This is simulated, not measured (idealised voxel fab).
Documented hereafter: the process module known as voxel capacitor over wiring.
cross-section cut | 290 nm wide | cells 5 nm
We lay out every cross-section as a grid of square cells and spell it out in bands from the top down, where one band means one or more rows of cells.
Band: top height; bottom height; in nm. Then, left to right: material with width in nm, for each material. "all across": a single material spanning edge to edge. "blank": empty space.
Convention: height 0 is the level below which the wafer, as received, is all one material. The lowest band does not terminate at the bottom but continues downward, represented as "top 0, no bottom".
So if you see something like "30 to 40" for the width, read it as the top row of the band sitting at the first number and the bottom row at the second, with every row in between moving by the same amount as the last.
Step note "remained the same" = no cross-section cell changed.
Basically, "Sealed void inventory" tells you about the enclosed voids: empty spaces with no open way to the top, 8 cells or bigger, each written width x height at distance, where distance is from the left edge, all in nm.
It should be noted that, on the line of a given step, the content following the step's settings is a remark produced by the simulator itself with respect to that step.
overlay nm: right-of-plan distance of the mask on a masked step; negative values mean left-of-plan.

PLAN
1. op RECEIVE | material Si
2. op CONFORMAL_DEP | material SiO2 | thk nm 10
3. op CONFORMAL_DEP | material SiN | thk nm 5
4. op DIRECTIONAL_DEP | material SiO2 | thk nm 25
5. op PATTERN | tone open | mask id METAL_1 | material resist | width nm 20 | pitch nm 75 | thk nm 15 | overlay nm 0
6. op DIRECTIONAL_ETCH | etch materials SiO2 | depth nm 25
7. op DIRECTIONAL_ETCH | etch materials SiN | depth nm 5
8. op STRIP | etch materials resist
9. op CONFORMAL_DEP | material TiN | thk nm 5
10. op FILL_DEP | material Cu | thk nm 5
11. op CMP | height nm 40
12. op CONFORMAL_DEP | material SiCN | thk nm 5
13. op DIRECTIONAL_DEP | material SiO2 | thk nm 15
14. op DIRECTIONAL_DEP | material aC | thk nm 15
15. op PATTERN | tone open | mask id PLUG_1 | material resist | width nm 15 | thk nm 35 | overlay nm 0
16. op DIRECTIONAL_ETCH | etch materials aC | depth nm 15
17. op STRIP | etch materials resist
18. op DIRECTIONAL_ETCH | etch materials SiO2 | depth nm 15
19. op DIRECTIONAL_ETCH | etch materials SiCN | depth nm 5
20. op STRIP | etch materials aC
21. op EPI | material Ru | thk nm 10
22. op EPI | material Ru | thk nm 10
23. op DIRECTIONAL_DEP | material TiN | thk nm 5
24. op DIRECTIONAL_DEP | material Al2O3 | thk nm 5
25. op DIRECTIONAL_DEP | material TiN | thk nm 5
26. op MASKED_ETCH | tone cover | mask id UPPER_PLATE | width nm 60 | etch materials TiN | depth nm 5 | overlay nm 0
27. op MASKED_ETCH | tone cover | mask id UPPER_PLATE | width nm 60 | etch materials Al2O3 | depth nm 5 | overlay nm 0
28. op MASKED_ETCH | tone cover | mask id LOWER_PLATE | width nm 70 | etch materials TiN | depth nm 5 | overlay nm 0
29. op FILL_DEP | material SiO2 | thk nm 15
30. op CMP | height nm 85
31. op PATTERN | tone open | mask id PLUG_2 | material resist | width nm 15 | thk nm 20 | overlay nm 0
32. op DIRECTIONAL_ETCH | etch materials SiO2 | depth nm 10
33. op STRIP | etch materials resist
34. op CONFORMAL_DEP | material TiN | thk nm 5
35. op FILL_DEP | material Ru | thk nm 5
36. op CMP | height nm 85
37. op CONFORMAL_DEP | material SiCN | thk nm 5

AS RECEIVED (POST STEP 1): CROSS-SECTION
- top 0, no bottom = Si all across
- Sealed void inventory: none

WAFER AT MODULE END, IN SECTION. BEGAN AS ABOVE, PLANNED AS ABOVE, RUN WITH ONE MISTAKE
- top 90, bottom 85 = SiCN all across
- top 85, bottom 80 = SiO2: 110, then TiN: 5, then Ru: 5, then TiN: 5, then SiO2: 165
- top 80, bottom 70 = SiO2: 110 to 100, then TiN: 15 to 60, then SiO2: 165 to 130
- top 70, bottom 65 = SiO2: 100, then Al2O3: 60, then SiO2: 130
- top 65, bottom 60 = SiO2: 95, then TiN: 70, then SiO2: 125
- top 60, bottom 45 = SiO2: 100, then Ru: 15, then SiO2: 175
- top 45, bottom 40 = SiCN: 100, then Ru: 15, then SiCN: 175
- top 40, bottom 35 = Cu all across
- top 35, bottom 30 = TiN: 100, then Cu: 10, then TiN: 65, then Cu: 10, then TiN: 105
- top 30, bottom 5 = SiO2: 95, then TiN: 5, then Cu: 10, then TiN: 5, then SiO2: 55, then TiN: 5, then Cu: 10, then TiN: 5, then SiO2: 100
- top 5, bottom 0 = SiN: 95, then TiN: 20, then SiN: 55, then TiN: 20, then SiN: 100
- top 0, no bottom = Si all across
- Sealed void inventory: none
Heads up, the wafer didn't run the way we planned it: step 2 from the plan never happened, it was just skipped
